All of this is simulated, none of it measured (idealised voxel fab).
process module | voxel fin reveal
cross-section cut | 295 nm wide | cells 5 nm
A cross-section is a grid of square cells, given in bands from the top down. A band is one or more rows of cells.
Each band's line starts with the height of the band's top and of its bottom, in nm. Then come its materials from left to right, each with its width in nm. One material with "throughout" fills the band from edge to edge. "air" is empty space.
Height 0 is the level under which the wafer as received is all one material. The lowest band goes on downwards, as in "0 down".
A width such as "30 to 40" changes by the same amount from each row of cells to the next, from the band's top row to its bottom row.
"no change" after a step means that no cell of the cross-section changed.
closed voids: empty space of 8 cells or more with no open way to the top, each as width x height at its distance from the left edge, in nm
after a step's settings: what the simulator itself notes on the step
overlay nm, on a step with a mask: how far to the right of its planned place the mask lay; to the left if negative
plan
1 op RECEIVE | material Si
2 op CONFORMAL_DEP | material SiN | thk nm 10
3 op MASKED_ETCH | tone cover | mask id FINS | width nm 15 | pitch nm 40 | etch materials SiN | depth nm 10 | overlay nm 0
4 op MASKED_ETCH | tone cover | mask id FINS | width nm 15 | pitch nm 40 | etch materials Si | depth nm 30 | overlay nm 0
5 op FILL_DEP | material SiO2 | thk nm 5
6 op CMP | height nm 10
7 op SELECTIVE_ETCH | etch materials SiO2 | depth nm 30
8 op STRIP | etch materials SiN
9 op CONFORMAL_DEP | material HfO2 | thk nm 5
as received, after step 1
  0 down: Si throughout
  closed voids: none
first wafer at the end, as planned
  5 to 0: air 95 | HfO2 25 | air 15 | HfO2 25 | air 15 | HfO2 25 | air 95
  0 to -15: air 95 | HfO2 5 | Si 15 | HfO2 5 | air 15 | HfO2 5 | Si 15 | HfO2 5 | air 15 | HfO2 5 | Si 15 | HfO2 5 | air 95
  -15 to -20: HfO2 100 | Si 15 | HfO2 25 | Si 15 | HfO2 25 | Si 15 | HfO2 100
  -20 to -30: SiO2 100 | Si 15 | SiO2 25 | Si 15 | SiO2 25 | Si 15 | SiO2 100
  -30 down: Si throughout
  closed voids: none
second wafer at the end: like start, like plan, one mistake
  5 to 0: air 95 | HfO2 25 | air 15 | HfO2 25 | air 15 | HfO2 25 | air 95
  0 to -15: air 95 | HfO2 5 | Si 15 | HfO2 5 | air 15 | HfO2 5 | Si 15 | HfO2 5 | air 15 | HfO2 5 | Si 15 | HfO2 5 | air 95
  -15 to -20: HfO2 75 | air 20 | HfO2 5 | Si 15 | HfO2 5 | air 15 | HfO2 5 | Si 15 | HfO2 5 | air 15 | HfO2 5 | Si 15 | HfO2 5 | air 20 | HfO2 75
  -20 to -25: SiO2 70 | HfO2 5 | air 20 | HfO2 5 | Si 15 | HfO2 5 | air 15 | HfO2 5 | Si 15 | HfO2 5 | air 15 | HfO2 5 | Si 15 | HfO2 5 | air 20 | HfO2 5 | SiO2 70
  -25 to -30: SiO2 70 | HfO2 30 | Si 15 | HfO2 25 | Si 15 | HfO2 25 | Si 15 | HfO2 30 | SiO2 70
  -30 down: Si throughout
  closed voids: none
what went wrong: steps 7 and 8 were swapped
at the end the second wafer has, in cells: 16 more of HfO2 | 44 fewer of SiO2
